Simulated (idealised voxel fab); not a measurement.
You're looking at the process module voxel gate over fins.
The width of the displayed cross-section, cut, is 235 nm; its cells are square, with a size of 5 nm.
Throughout this document, each cross-section is represented as a grid of square cells and is presented as a sequence of bands enumerated from the top downward, where a band comprises one or more rows of cells. Heads up on the band format: heights come first, top then bottom, in nm. After that it's the materials left to right, each with its width in nm. A single material flagged "full width" fills the whole band edge to edge, and "empty" means there's empty space there. Height reference: 0 = level under which incoming wafer is all one material. Lowest band: no bottom, runs on downward, e.g. "0 and below". The expression "30->40" gives the width at the extremes of the band, the first number at its top row of cells and the second at its bottom row, with the width changing by equal amounts from each row to the next in between. "no modifications", as given for a step, is the statement that not any cell of the cross-section underwent a change during that step. What "Enclosed cavities" gives you is every empty space of 8 cells or more that is cut off from the top. Each appears as width x height at distance, with the distance taken from the left edge and width, height and distance all in nm. Note: text after step settings on the step line = simulator remark on that step. The setting "overlay nm" may be written on the line of a step. When the step uses a mask, the value reports how far to the right of the planned place the mask lay, and a negative value reports that it lay to the left.
THE PROCESS STEPS THAT WERE PLANNED ARE LISTED BELOW
step 1: RECEIVE, material Si
step 2: CONFORMAL_DEP, material SiN, thk nm 5
step 3: PATTERN, tone cover, mask id FINS, material resist, width nm 15, pitch nm 35, thk nm 15, overlay nm 0
step 4: DIRECTIONAL_ETCH, etch materials SiN, depth nm 5
step 5: DIRECTIONAL_ETCH, etch materials Si, depth nm 35
step 6: STRIP, etch materials resist
step 7: FILL_DEP, material SiO2, thk nm 15
step 8: CMP, height nm 5
step 9: SELECTIVE_ETCH, etch materials SiO2, depth nm 15
step 10: STRIP, etch materials SiN
step 11: CONFORMAL_DEP, material HfO2, thk nm 5
step 12: CONFORMAL_DEP, material TiN, thk nm 5
step 13: CONFORMAL_DEP, material TiAl, thk nm 5
step 14: CONFORMAL_DEP, material TiN, thk nm 5
step 15: FILL_DEP, material W, thk nm 15
step 16: CMP, height nm 30
step 17: CONFORMAL_DEP, material SiCN, thk nm 5
WHAT FOLLOWS COVERS THE FIRST OF TWO WAFERS; IT RAN AS PLANNED
RECEIVED-STATE CROSS-SECTION, REFLECTING COMPLETION OF STEP 1
* 0 and below = Si full width
* Enclosed cavities: none
THE WAFER, SEEN IN CROSS-SECTION, AFTER STEP 2
* 5 down to 0 = SiN full width
* Beneath the level 0, the cross-section is identical to its previous state.
THE WAFER, SEEN IN CROSS-SECTION, AFTER STEP 3
* 20 down to 5 = empty 90 nm, then resist 15 nm, then empty 20 nm, then resist 15 nm, then empty 95 nm
* Beneath the level 5, the cross-section is identical to its previous state.
THE WAFER, SEEN IN CROSS-SECTION, AFTER STEP 4
* 20 down to 5 = empty 90 nm, then resist 15 nm, then empty 20 nm, then resist 15 nm, then empty 95 nm
* 5 down to 0 = empty 90 nm, then SiN 15 nm, then empty 20 nm, then SiN 15 nm, then empty 95 nm
* Beneath the level 0, the cross-section is identical to its previous state.
THE WAFER, SEEN IN CROSS-SECTION, AFTER STEP 5
* 20 down to 5 = empty 90 nm, then resist 15 nm, then empty 20 nm, then resist 15 nm, then empty 95 nm
* 5 down to 0 = empty 90 nm, then SiN 15 nm, then empty 20 nm, then SiN 15 nm, then empty 95 nm
* 0 down to -35 = empty 90 nm, then Si 15 nm, then empty 20 nm, then Si 15 nm, then empty 95 nm
* Beneath the level -35, the cross-section is identical to its previous state.
THE WAFER, SEEN IN CROSS-SECTION, AFTER STEP 6
* 5 down to 0 = empty 90 nm, then SiN 15 nm, then empty 20 nm, then SiN 15 nm, then empty 95 nm
* Beneath the level 0, the cross-section is identical to its previous state.
THE WAFER, SEEN IN CROSS-SECTION, AFTER STEP 7
* 20 down to 5 = SiO2 full width
* 5 down to 0 = SiO2 90 nm, then SiN 15 nm, then SiO2 20 nm, then SiN 15 nm, then SiO2 95 nm
* 0 down to -35 = SiO2 90 nm, then Si 15 nm, then SiO2 20 nm, then Si 15 nm, then SiO2 95 nm
* Beneath the level -35, the cross-section is identical to its previous state.
THE WAFER, SEEN IN CROSS-SECTION, AFTER STEP 8
* 5 down to 0 = SiO2 90 nm, then SiN 15 nm, then SiO2 20 nm, then SiN 15 nm, then SiO2 95 nm
* Beneath the level 0, the cross-section is identical to its previous state.
THE WAFER, SEEN IN CROSS-SECTION, AFTER STEP 9
* 5 down to 0 = empty 90 nm, then SiN 15 nm, then empty 20 nm, then SiN 15 nm, then empty 95 nm
* 0 down to -10 = empty 90 nm, then Si 15 nm, then empty 20 nm, then Si 15 nm, then empty 95 nm
* Beneath the level -10, the cross-section is identical to its previous state.
THE WAFER, SEEN IN CROSS-SECTION, AFTER STEP 10
* 0 down to -10 = empty 90 nm, then Si 15 nm, then empty 20 nm, then Si 15 nm, then empty 95 nm
* Beneath the level -10, the cross-section is identical to its previous state.
THE WAFER, SEEN IN CROSS-SECTION, AFTER STEP 11
* 5 down to 0 = empty 85 nm, then HfO2 25 nm, then empty 10 nm, then HfO2 25 nm, then empty 90 nm
* 0 down to -5 = empty 85 nm, then HfO2 5 nm, then Si 15 nm, then HfO2 5 nm, then empty 10 nm, then HfO2 5 nm, then Si 15 nm, then HfO2 5 nm, then empty 90 nm
* -5 down to -10 = HfO2 90 nm, then Si 15 nm, then HfO2 20 nm, then Si 15 nm, then HfO2 95 nm
* Beneath the level -10, the cross-section is identical to its previous state.
THE WAFER, SEEN IN CROSS-SECTION, AFTER STEP 12
* 10 down to 5 = empty 80 nm, then TiN 70 nm, then empty 85 nm
* 5 down to 0 = empty 80 nm, then TiN 5 nm, then HfO2 25 nm, then TiN 10 nm, then HfO2 25 nm, then TiN 5 nm, then empty 85 nm
* 0 down to -5 = TiN 85 nm, then HfO2 5 nm, then Si 15 nm, then HfO2 5 nm, then TiN 10 nm, then HfO2 5 nm, then Si 15 nm, then HfO2 5 nm, then TiN 90 nm
* Beneath the level -5, the cross-section is identical to its previous state.
THE WAFER, SEEN IN CROSS-SECTION, AFTER STEP 13
* 15 down to 10 = empty 75 nm, then TiAl 80 nm, then empty 80 nm
* 10 down to 5 = empty 75 nm, then TiAl 5 nm, then TiN 70 nm, then TiAl 5 nm, then empty 80 nm
* 5 down to 0 = TiAl 80 nm, then TiN 5 nm, then HfO2 25 nm, then TiN 10 nm, then HfO2 25 nm, then TiN 5 nm, then TiAl 85 nm
* Beneath the level 0, the cross-section is identical to its previous state.
THE WAFER, SEEN IN CROSS-SECTION, AFTER STEP 14
* 20 down to 15 = empty 70 nm, then TiN 90 nm, then empty 75 nm
* 15 down to 10 = empty 70 nm, then TiN 5 nm, then TiAl 80 nm, then TiN 5 nm, then empty 75 nm
* 10 down to 5 = TiN 75 nm, then TiAl 5 nm, then TiN 70 nm, then TiAl 5 nm, then TiN 80 nm
* Beneath the level 5, the cross-section is identical to its previous state.
THE WAFER, SEEN IN CROSS-SECTION, AFTER STEP 15
* 35 down to 20 = W full width
* 20 down to 15 = W 70 nm, then TiN 90 nm, then W 75 nm
* 15 down to 10 = W 70 nm, then TiN 5 nm, then TiAl 80 nm, then TiN 5 nm, then W 75 nm
* Beneath the level 10, the cross-section is identical to its previous state.
THE WAFER, SEEN IN CROSS-SECTION, AFTER STEP 16
* 30 down to 20 = W full width
* Beneath the level 20, the cross-section is identical to its previous state.
THE WAFER, SEEN IN CROSS-SECTION, AFTER STEP 17
* 35 down to 30 = SiCN full width
* Beneath the level 30, the cross-section is identical to its previous state.
THE REMAINING WAFER, SECOND OF THE TWO, STARTED LIKE THE FIRST AND WAS RUN TO THE SAME PLAN, EXCEPT THAT ONE MISTAKE WAS MADE ALONG THE WAY; THE TWO COINCIDE THROUGH STEP 12, INCLUSIVE
SECOND WAFER AT THE PLANNED FINISH OF STEP 13, SEEN IN CROSS-SECTION
* 15 down to 10 = empty 75 nm, then SiN 80 nm, then empty 80 nm
* 10 down to 5 = empty 75 nm, then SiN 5 nm, then TiN 70 nm, then SiN 5 nm, then empty 80 nm
* 5 down to 0 = SiN 80 nm, then TiN 5 nm, then HfO2 25 nm, then TiN 10 nm, then HfO2 25 nm, then TiN 5 nm, then SiN 85 nm
* Beneath the level 0, the cross-section is identical to its previous state.
SECOND WAFER AT THE PLANNED FINISH OF STEP 14, SEEN IN CROSS-SECTION
* 20 down to 15 = empty 70 nm, then TiN 90 nm, then empty 75 nm
* 15 down to 10 = empty 70 nm, then TiN 5 nm, then SiN 80 nm, then TiN 5 nm, then empty 75 nm
* 10 down to 5 = TiN 75 nm, then SiN 5 nm, then TiN 70 nm, then SiN 5 nm, then TiN 80 nm
* Beneath the level 5, the cross-section is identical to its previous state.
SECOND WAFER AT THE PLANNED FINISH OF STEP 15, SEEN IN CROSS-SECTION
* 35 down to 20 = W full width
* 20 down to 15 = W 70 nm, then TiN 90 nm, then W 75 nm
* 15 down to 10 = W 70 nm, then TiN 5 nm, then SiN 80 nm, then TiN 5 nm, then W 75 nm
* Beneath the level 10, the cross-section is identical to its previous state.
SECOND WAFER AT THE PLANNED FINISH OF STEP 16, SEEN IN CROSS-SECTION
* 30 down to 20 = W full width
* Beneath the level 20, the cross-section is identical to its previous state.
SECOND WAFER AT THE PLANNED FINISH OF STEP 17, SEEN IN CROSS-SECTION
* 35 down to 30 = SiCN full width
* Beneath the level 30, the cross-section is identical to its previous state.
what went wrong: so step 13 ended up running with a different setting than we planned, it ran as CONFORMAL_DEP, material SiN, thk nm 5
Upon completion, the second wafer contains, in terms of cells, a greater or smaller amount of certain materials than the first wafer: +51 SiN | -51 TiAl
